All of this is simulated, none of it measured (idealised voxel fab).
process module | voxel transistor to metal
cross-section cut | 165 nm wide | cells 5 nm
A cross-section is a grid of square cells, given in bands from the top down. A band is one or more rows of cells.
Each band's line starts with the height of the band's top and of its bottom, in nm. Then come its materials from left to right, each with its width in nm. One material with "throughout" fills the band from edge to edge. "air" is empty space.
Height 0 is the level under which the wafer as received is all one material. The lowest band goes on downwards, as in "0 down".
A width such as "30 to 40" changes by the same amount from each row of cells to the next, from the band's top row to its bottom row.
"no change" after a step means that no cell of the cross-section changed.
closed voids: empty space of 8 cells or more with no open way to the top, each as width x height at its distance from the left edge, in nm
after a step's settings: what the simulator itself notes on the step
overlay nm, on a step with a mask: how far to the right of its planned place the mask lay; to the left if negative
plan
1 op RECEIVE | material Si
2 op OXIDIZE | depth nm 5
3 op CONFORMAL_DEP | material SiN | thk nm 10
4 op MASKED_ETCH | tone cover | mask id ACTIVE | width nm 110 | etch materials SiN | depth nm 10 | overlay nm 0
5 op MASKED_ETCH | tone cover | mask id ACTIVE | width nm 110 | etch materials SiO2 | depth nm 5 | overlay nm 0
6 op MASKED_ETCH | tone cover | mask id ACTIVE | width nm 110 | etch materials Si | depth nm 25 | overlay nm 0
7 op OXIDIZE | depth nm 5
8 op FILL_DEP | material SiO2 | thk nm 15
9 op CMP | height nm 10
10 op SELECTIVE_ETCH | etch materials SiO2 | depth nm 5
11 op STRIP | etch materials SiN
12 op SELECTIVE_ETCH | etch materials SiO2 | depth nm 5
13 op OXIDIZE | depth nm 5
14 op DIRECTIONAL_DEP | material polySi | thk nm 30
15 op DIRECTIONAL_DEP | material SiCN | thk nm 15
16 op PATTERN | tone cover | mask id GATE | material resist | width nm 30 | thk nm 15 | overlay nm 0
17 op DIRECTIONAL_ETCH | etch materials SiCN | depth nm 25
18 op DIRECTIONAL_ETCH | etch materials polySi | depth nm 40
19 op STRIP | etch materials resist
20 op CONFORMAL_DEP | material SiO2 | thk nm 5
21 op DIRECTIONAL_ETCH | etch materials SiO2 | depth nm 5
22 op CONFORMAL_DEP | material SiN | thk nm 10
23 op DIRECTIONAL_ETCH | etch materials SiN | depth nm 10
24 op DIRECTIONAL_ETCH | etch materials SiO2 | depth nm 5
25 op DIRECTIONAL_ETCH | etch materials Si | depth nm 5
26 op EPI | material pSi | thk nm 10
27 op FILL_DEP | material SiO2 | thk nm 10
28 op CMP | height nm 25
29 op STRIP | etch materials polySi
30 op SELECTIVE_ETCH | etch materials SiO2 | depth nm 5
31 op CONFORMAL_DEP | material HfO2 | thk nm 5
32 op CONFORMAL_DEP | material TiN | thk nm 5
33 op FILL_DEP | material W | thk nm 5
34 op CMP | height nm 20
35 op DIRECTIONAL_DEP | material SiO2 | thk nm 10
36 op PATTERN | tone open | mask id CONTACT | material resist | width nm 15 | pitch nm 75 | thk nm 20 | overlay nm 0
37 op DIRECTIONAL_ETCH | etch materials SiO2 | depth nm 30
38 op STRIP | etch materials resist
39 op CONFORMAL_DEP | material TiN | thk nm 5
40 op FILL_DEP | material Ru | thk nm 10
41 op CMP | height nm 30
42 op DIRECTIONAL_DEP | material TiN | thk nm 5
43 op DIRECTIONAL_DEP | material W | thk nm 15
44 op PATTERN | tone cover | mask id METAL_1 | material resist | width nm 15 | pitch nm 75 | thk nm 20 | overlay nm 0
45 op DIRECTIONAL_ETCH | etch materials W | depth nm 15
46 op DIRECTIONAL_ETCH | etch materials TiN | depth nm 5
47 op STRIP | etch materials resist
48 op FILL_DEP | material lowk | thk nm 5
49 op CMP | height nm 50
50 op CONFORMAL_DEP | material SiCN | thk nm 5
as received, after step 1
  0 down: Si throughout
  closed voids: none
first wafer at the end, as planned
  55 to 50: SiCN throughout
  50 to 35: lowk 35 | W 15 | lowk 60 | W 15 | lowk 40
  35 to 30: lowk 35 | TiN 15 | lowk 60 | TiN 15 | lowk 40
  30 to 20: SiO2 35 | TiN 5 | Ru 5 | TiN 5 | SiO2 60 | TiN 5 | Ru 5 | TiN 5 | SiO2 40
  20 to 5: SiO2 35 | TiN 5 | Ru 5 | TiN 5 | SiN 10 | HfO2 5 | TiN 5 | W 20 | TiN 5 | HfO2 5 | SiN 10 | TiN 5 | Ru 5 | TiN 5 | SiO2 40
  5 to 0: SiO2 35 | TiN 15 | SiN 10 | HfO2 5 | TiN 5 | W 20 | TiN 5 | HfO2 5 | SiN 10 | TiN 15 | SiO2 40
  0 to -5: SiO2 25 | SiN 10 | pSi 15 | SiN 10 | HfO2 5 | TiN 30 | HfO2 5 | SiN 10 | pSi 15 | SiN 10 | SiO2 30
  -5 to -10: SiO2 35 | pSi 15 | SiO2 10 | HfO2 40 | SiO2 10 | pSi 15 | SiO2 40
  -10 to -15: SiO2 30 | Si 5 | pSi 15 | Si 60 | pSi 15 | Si 5 | SiO2 35
  -15 to -35: SiO2 30 | Si 100 | SiO2 35
  -35 down: Si throughout
  closed voids: none
second wafer at the end: like start, like plan, one mistake
  55 to 50: SiCN throughout
  50 to 35: lowk 35 | W 15 | lowk 60 | W 15 | lowk 40
  35 to 30: lowk 35 | TiN 15 | lowk 60 | TiN 15 | lowk 40
  30 to 20: SiO2 35 | TiN 5 | Ru 5 | TiN 5 | SiO2 60 | TiN 5 | Ru 5 | TiN 5 | SiO2 40
  20 to 5: SiO2 35 | TiN 5 | Ru 5 | TiN 5 | SiN 10 | HfO2 5 | Ru 5 | W 20 | Ru 5 | HfO2 5 | SiN 10 | TiN 5 | Ru 5 | TiN 5 | SiO2 40
  5 to 0: SiO2 35 | TiN 15 | SiN 10 | HfO2 5 | Ru 5 | W 20 | Ru 5 | HfO2 5 | SiN 10 | TiN 15 | SiO2 40
  0 to -5: SiO2 25 | SiN 10 | pSi 15 | SiN 10 | HfO2 5 | Ru 30 | HfO2 5 | SiN 10 | pSi 15 | SiN 10 | SiO2 30
  -5 to -10: SiO2 35 | pSi 15 | SiO2 10 | HfO2 40 | SiO2 10 | pSi 15 | SiO2 40
  -10 to -15: SiO2 30 | Si 5 | pSi 15 | Si 60 | pSi 15 | Si 5 | SiO2 35
  -15 to -35: SiO2 30 | Si 100 | SiO2 35
  -35 down: Si throughout
  closed voids: none
what went wrong: step 32 ran as: op CONFORMAL_DEP | material Ru | thk nm 5
at the end the second wafer has, in cells: 14 more of Ru | 14 fewer of TiN
